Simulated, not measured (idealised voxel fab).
process module | voxel self aligned contacts
cross-section cut | 295 nm wide | cells 5 nm
A cross-section is a grid of square cells, given in bands from the top down. A band is one or more rows of cells.
Each band's line starts with the height of the band's top and of its bottom, in nm. Then come its materials from left to right, each with its width in nm. One material with "throughout" fills the band from edge to edge. "air" is empty space.
Height 0 is the level under which the wafer as received is all one material. The lowest band goes on downwards, as in "0 down".
A width such as "30 to 40" changes by the same amount from each row of cells to the next, from the band's top row to its bottom row.
"no change" after a step means that no cell of the cross-section changed.
closed voids: empty space of 8 cells or more with no open way to the top, each as width x height at its distance from the left edge, in nm
after a step's settings: what the simulator itself notes on the step
overlay nm, on a step with a mask: how far to the right of its planned place the mask lay; to the left if negative
plan
1 op RECEIVE | material Si
2 op OXIDIZE | depth nm 5
3 op DIRECTIONAL_DEP | material polySi | thk nm 30
4 op DIRECTIONAL_DEP | material SiN | thk nm 20
5 op PATTERN | tone cover | mask id GATE | material resist | width nm 30 | pitch nm 65 | thk nm 15 | overlay nm 0
6 op DIRECTIONAL_ETCH | etch materials SiN | depth nm 20
7 op DIRECTIONAL_ETCH | etch materials polySi | depth nm 30
8 op STRIP | etch materials resist
9 op CONFORMAL_DEP | material SiN | thk nm 5
10 op DIRECTIONAL_ETCH | etch materials SiN | depth nm 5
11 op FILL_DEP | material SiO2 | thk nm 15
12 op CMP | height nm 60
13 op PATTERN | tone open | mask id CONTACT | material resist | width nm 45 | thk nm 20 | overlay nm 0
14 op DIRECTIONAL_ETCH | etch materials SiO2 | depth nm 65
15 op STRIP | etch materials resist
16 op CONFORMAL_DEP | material TiN | thk nm 5
17 op FILL_DEP | material Ru | thk nm 10
18 op CMP | height nm 60
19 op CONFORMAL_DEP | material SiCN | thk nm 5
as received, after step 1
  0 down: Si throughout
  closed voids: none
first wafer at the end, as planned
  65 to 60: SiCN throughout
  60 to 50: SiO2 125 | TiN 5 to 15 | Ru 35 to 15 | TiN 5 to 15 | SiO2 125
  50 to 30: SiO2 95 | SiN 40 | TiN 5 | Ru 15 | TiN 5 | SiN 40 | SiO2 95
  30 to 0: SiO2 95 | SiN 5 | polySi 30 | SiN 5 | TiN 5 | Ru 15 | TiN 5 | SiN 5 | polySi 30 | SiN 5 | SiO2 95
  0 to -5: SiO2 135 | TiN 25 | SiO2 135
  -5 down: Si throughout
  closed voids: none
second wafer at the end: like start, like plan, one mistake
  65 to 60: SiCN throughout
  60 to 30: SiO2 85 | SiN 60 | TiN 5 | SiN 60 | SiO2 85
  30 to 10: SiO2 85 | SiN 15 | polySi 30 | SiN 15 | TiN 5 | SiN 15 | polySi 30 | SiN 15 | SiO2 85
  10 to 0: SiN 100 | polySi 30 | SiN 35 | polySi 30 | SiN 100
  0 to -5: SiO2 throughout
  -5 down: Si throughout
  closed voids: none
what went wrong: step 9 ran as: op CONFORMAL_DEP | material SiN | thk nm 15
at the end the second wafer has, in cells: 40 fewer of Ru | 198 more of SiN | 135 fewer of SiO2 | 23 fewer of TiN
